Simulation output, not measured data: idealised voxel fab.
process module | voxel gate over fins
cross-section cut | 290 nm wide | cells 5 nm
A cross-section is a grid of square cells, given in bands from the top down. A band is one or more rows of cells.
Each band's line starts with the height of the band's top and of its bottom, in nm. Then come its materials from left to right, each with its width in nm. One material with "throughout" fills the band from edge to edge. "air" is empty space.
Height 0 is the level under which the wafer as received is all one material. The lowest band goes on downwards, as in "0 down".
A width such as "30 to 40" changes by the same amount from each row of cells to the next, from the band's top row to its bottom row.
"no change" after a step means that no cell of the cross-section changed.
closed voids: empty space of 8 cells or more with no open way to the top, each as width x height at its distance from the left edge, in nm
after a step's settings: what the simulator itself notes on the step
overlay nm, on a step with a mask: how far to the right of its planned place the mask lay; to the left if negative
plan
1 op RECEIVE | material Si
2 op CONFORMAL_DEP | material SiN | thk nm 5
3 op MASKED_ETCH | tone cover | mask id FINS | width nm 15 | pitch nm 35 | etch materials SiN | depth nm 5 | overlay nm 0
4 op MASKED_ETCH | tone cover | mask id FINS | width nm 15 | pitch nm 35 | etch materials Si | depth nm 35 | overlay nm -15
5 op FILL_DEP | material SiO2 | thk nm 5
6 op CMP | height nm 5
7 op SELECTIVE_ETCH | etch materials SiO2 | depth nm 15
8 op STRIP | etch materials SiN
9 op CONFORMAL_DEP | material HfO2 | thk nm 5
10 op CONFORMAL_DEP | material TiN | thk nm 5
11 op FILL_DEP | material W | thk nm 15
12 op CMP | height nm 20
13 op CONFORMAL_DEP | material SiCN | thk nm 5
varied across the wafers: overlay nm of step 4. The plan shows the first wafer's value. All wafers start alike
first wafer as received, after step 1
  0 down: Si throughout
  closed voids: none
first wafer at the end, after step 13
  25 to 20: SiCN throughout
  20 to 10: W throughout
  10 to 5: W 95 | TiN 85 | W 110
  5 to 0: W 95 | TiN 5 | HfO2 75 | TiN 5 | W 110
  0 to -5: TiN 100 | HfO2 5 | Si 30 | HfO2 5 | Si 30 | HfO2 5 | TiN 115
  -5 to -10: HfO2 105 | Si 30 | HfO2 5 | Si 30 | HfO2 120
  -10 to -35: SiO2 105 | Si 30 | SiO2 5 | Si 30 | SiO2 120
  -35 down: Si throughout
  closed voids: none
last wafer at the end
  25 to 20: SiCN throughout
  20 to 10: W throughout
  10 to 5: W 110 | TiN 85 | W 95
  5 to 0: W 110 | TiN 5 | HfO2 75 | TiN 5 | W 95
  0 to -5: TiN 115 | HfO2 5 | Si 30 | HfO2 5 | Si 30 | HfO2 5 | TiN 100
  -5 to -10: HfO2 120 | Si 30 | HfO2 5 | Si 30 | HfO2 105
  -10 to -35: SiO2 120 | Si 30 | SiO2 5 | Si 30 | SiO2 105
  -35 down: Si throughout
  closed voids: none
each wafer at the end: cells of each material gained (+) or lost (-) since it was received, then its closed voids
overlay nm -15 | +64 HfO2 | -322 Si | +58 SiCN | +230 SiO2 | +62 TiN | +198 W | closed voids: none
overlay nm -10 | +66 HfO2 | -336 Si | +58 SiCN | +240 SiO2 | +62 TiN | +200 W | closed voids: none
overlay nm -5 | +66 HfO2 | -350 Si | +58 SiCN | +250 SiO2 | +64 TiN | +202 W | closed voids: none
overlay nm 0 | +66 HfO2 | -364 Si | +58 SiCN | +260 SiO2 | +66 TiN | +204 W | closed voids: none
overlay nm 5 | +66 HfO2 | -350 Si | +58 SiCN | +250 SiO2 | +64 TiN | +202 W | closed voids: none
overlay nm 10 | +66 HfO2 | -336 Si | +58 SiCN | +240 SiO2 | +62 TiN | +200 W | closed voids: none
overlay nm 15 | +64 HfO2 | -322 Si | +58 SiCN | +230 SiO2 | +62 TiN | +198 W | closed voids: none
